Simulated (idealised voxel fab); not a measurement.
You're looking at the process module voxel wiring stack.
Xsec cut, 195 nm wide, square cell size 5 nm.
A cross-section is a grid of square cells, given in bands from the top down. A band is one or more rows of cells. For a band, the entry starts with two heights in nm, that of the top and then that of the bottom, and carries on with the band's materials in order from left to right, each alongside its width in nm; the word "full width" beside a single material means it fills the band edge to edge, and "empty" means empty space. Counting heights begins at 0, where everything beneath is, in the wafer as received, one material. The lowest band has no bottom; it goes on downwards, as "from 0 down" shows. The expression "30->40" gives the width at the extremes of the band, the first number at its top row of cells and the second at its bottom row, with the width changing by equal amounts from each row to the next in between. "no modification" for a step: no cell of the cross-section changed in that step. The list in "Sealed internal voids" covers empty spaces of 8 cells or more that cannot reach the top through any open way, and it gives each as width x height at distance; the distance is from the left edge, and width, height and distance are in nm. Past the settings on a step's line: simulator remark, on that step. "overlay nm", when on a step's line for a step with a mask, measures how far to the right of its planned place the mask lay; a negative measure means to the left.

Process steps (planned)
step 1: RECEIVE (material Si)
step 2: CONFORMAL_DEP (material SiO2; thk nm 10)
step 3: CONFORMAL_DEP (material SiCN; thk nm 5)
step 4: DIRECTIONAL_DEP (material SiO2; thk nm 15)
step 5: PATTERN (tone open; mask id METAL_1; material resist; width nm 25; pitch nm 55; thk nm 15; overlay nm 0)
step 6: DIRECTIONAL_ETCH (etch materials SiO2; depth nm 15)
step 7: DIRECTIONAL_ETCH (etch materials SiCN; depth nm 5)
step 8: STRIP (etch materials resist)
step 9: CONFORMAL_DEP (material TiN; thk nm 5)
step 10: FILL_DEP (material W; thk nm 5)
step 11: CMP (height nm 30)
step 12: CONFORMAL_DEP (material SiCN; thk nm 5)
step 13: DIRECTIONAL_DEP (material lowk; thk nm 15)
step 14: PATTERN (tone open; mask id PLUG_1; material resist; width nm 15; pitch nm 55; thk nm 15; overlay nm 0)
step 15: DIRECTIONAL_ETCH (etch materials lowk; depth nm 15)
step 16: DIRECTIONAL_ETCH (etch materials SiCN; depth nm 5)
step 17: STRIP (etch materials resist)
step 18: CONFORMAL_DEP (material TiN; thk nm 5)
step 19: FILL_DEP (material Ru; thk nm 10)
step 20: CMP (height nm 50)
step 21: DIRECTIONAL_DEP (material TiN; thk nm 5)
step 22: DIRECTIONAL_DEP (material W; thk nm 15)
step 23: DIRECTIONAL_DEP (material aC; thk nm 10)
step 24: PATTERN (tone cover; mask id METAL_2; material resist; width nm 25; pitch nm 55; thk nm 25; overlay nm 0)
step 25: DIRECTIONAL_ETCH (etch materials aC; depth nm 10)
step 26: STRIP (etch materials resist)
step 27: DIRECTIONAL_ETCH (etch materials W; depth nm 15)
step 28: DIRECTIONAL_ETCH (etch materials TiN; depth nm 5)
step 29: STRIP (etch materials aC)
step 30: CONFORMAL_DEP (material SiN; thk nm 5)
step 31: FILL_DEP (material SiO2; thk nm 5)
step 32: CMP (height nm 70)
step 33: CONFORMAL_DEP (material SiCN; thk nm 5)
step 34: DIRECTIONAL_DEP (material lowk; thk nm 25)
step 35: MASKED_ETCH (tone open; mask id METAL_3_HOLES; width nm 15; etch materials lowk; depth nm 25; overlay nm 0)
step 36: PATTERN (tone open; mask id METAL_3; material resist; width nm 25; pitch nm 55; thk nm 20; overlay nm 0)
step 37: DIRECTIONAL_ETCH (etch materials lowk; depth nm 15)
step 38: DIRECTIONAL_ETCH (etch materials SiCN; depth nm 5)
step 39: STRIP (etch materials resist)
step 40: CONFORMAL_DEP (material TiN; thk nm 5)
step 41: FILL_DEP (material Cu; thk nm 10)
step 42: CMP (height nm 100)
step 43: CONFORMAL_DEP (material SiCN; thk nm 5)

Delivered wafer in cross-section: state after step 1
> from 0 down = Si full width
> Sealed internal voids: none

This is how the wafer looks in cross-section once the module is done, given the starting state and plan above and one mistake in carrying the plan out
> from 105 to 100 = SiCN full width
> from 100 to 90 = lowk=55 / TiN=5 / Cu=15 / TiN=5 / lowk=30 / TiN=5 / Cu=15 / TiN=5 / lowk=60
> from 90 to 85 = lowk=55 / TiN=5 / Cu=5 / TiN=15 / lowk=30 / TiN=25 / lowk=60
> from 85 to 75 = lowk=55 / TiN=5 / Cu=5 / TiN=5 / lowk=125
> from 75 to 70 = SiCN=55 / TiN=15 / SiCN=125
> from 70 to 65 = SiN=55 / TiN=25 / SiN=30 / TiN=25 / SiN=60
> from 65 to 55 = Ru full width
> from 55 to 50 = TiN=60 / Ru=5 / TiN=50 / Ru=5 / TiN=75
> from 50 to 35 = lowk=55 / TiN=5 / Ru=5 / TiN=5 / lowk=40 / TiN=5 / Ru=5 / TiN=5 / lowk=70
> from 35 to 30 = SiCN=55 / TiN=15 / SiCN=40 / TiN=15 / SiCN=70
> from 30 to 15 = SiO2=55 / TiN=5 / W=15 / TiN=5 / SiO2=30 / TiN=5 / W=15 / TiN=5 / SiO2=60
> from 15 to 10 = SiCN=55 / TiN=25 / SiCN=30 / TiN=25 / SiCN=60
> from 10 to 0 = SiO2 full width
> from 0 down = Si full width
> Sealed internal voids: none
In executing the process, a mistake was made relative to the plan: skipped: plan step 20 (never run)
